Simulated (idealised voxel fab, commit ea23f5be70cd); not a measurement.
process module | voxel lift off
Cross-section cut spans 235 nm and uses square cells 5 nm in size.
Cross-section format: a grid of square cells, given as bands from top to bottom; each band is one or more rows of cells. Heights first: top, then bottom, in nm. Then materials, left to right, each with a width in nm. "throughout" on a single material: fills the band edge to edge. "empty": empty space. The level at which height equals 0 is the one under which the wafer, as it arrives, is entirely one material. No lower edge exists for the bottom band, which continues downward and is notated as in "top 0, no bottom". The notation "30 to 40" denotes a width that varies across the rows of cells in the band, beginning at the first number in the top row, finishing at the second number in the bottom row, and changing by an identical amount from each row to the next. A step reported as "nothing altered" is a step in which no cell of the cross-section changed. Voids not open to the top, 8 cells minimum: see "Completely enclosed voids". Written width x height at distance; distance is from the left edge; nm. If you see something after the settings on a step's line, that's the simulator's own remark about that step. The "overlay nm" setting may appear on a step's line; for a step that uses a mask, it gives how far to the right of its planned position the mask lay, and a negative value indicates the left.
These are the steps we planned for the process
1,RECEIVE with material Si
2,CONFORMAL_DEP with material SiN, thk nm 10
3,PATTERN with tone open, mask id LINES, material resist, width nm 25, pitch nm 40, thk nm 30, overlay nm 0
4,DIRECTIONAL_DEP with material Ru, thk nm 5
5,STRIP with etch materials resist
6,CONFORMAL_DEP with material SiCN, thk nm 10
Among the wafers covered here, the point of difference is the thk nm at step 4; their starting state is shared, and the plan presents the value of the first wafer.
As-received cross-section, first of several wafers, post step 1
* top 0, no bottom  Si throughout
* Completely enclosed voids: none
End of the module, past its last step, step 6: how the first of several wafers looks in cross-section
* top 25, bottom 20  empty: 75  SiCN: 85  empty: 75
* top 20, bottom 15  SiCN throughout
* top 15, bottom 10  SiCN: 85  Ru: 25  SiCN: 15  Ru: 25  SiCN: 85
* top 10, bottom 0  SiN throughout
* top 0, no bottom  Si throughout
* Completely enclosed voids: none
Cross-section, module end, final of several wafers
* top 45, bottom 35  empty: 75  SiCN: 85  empty: 75
* top 35, bottom 20  empty: 75  SiCN: 10  Ru: 25  SiCN: 15  Ru: 25  SiCN: 10  empty: 75
* top 20, bottom 10  SiCN: 85  Ru: 25  SiCN: 15  Ru: 25  SiCN: 85
* top 10, bottom 0  SiN throughout
* top 0, no bottom  Si throughout
* Completely enclosed voids: none
Gained (+) or lost (-) cells of each material since receipt, then closed voids: one row per wafer, at the end of the module
thk nm 5; +10 Ru; +101 SiCN; +94 SiN; Completely enclosed voids: none
thk nm 10; +20 Ru; +108 SiCN; +94 SiN; Completely enclosed voids: none
thk nm 15; +30 Ru; +115 SiCN; +94 SiN; Completely enclosed voids: none
thk nm 20; +40 Ru; +122 SiCN; +94 SiN; Completely enclosed voids: none
thk nm 25; +50 Ru; +129 SiCN; +94 SiN; Completely enclosed voids: none
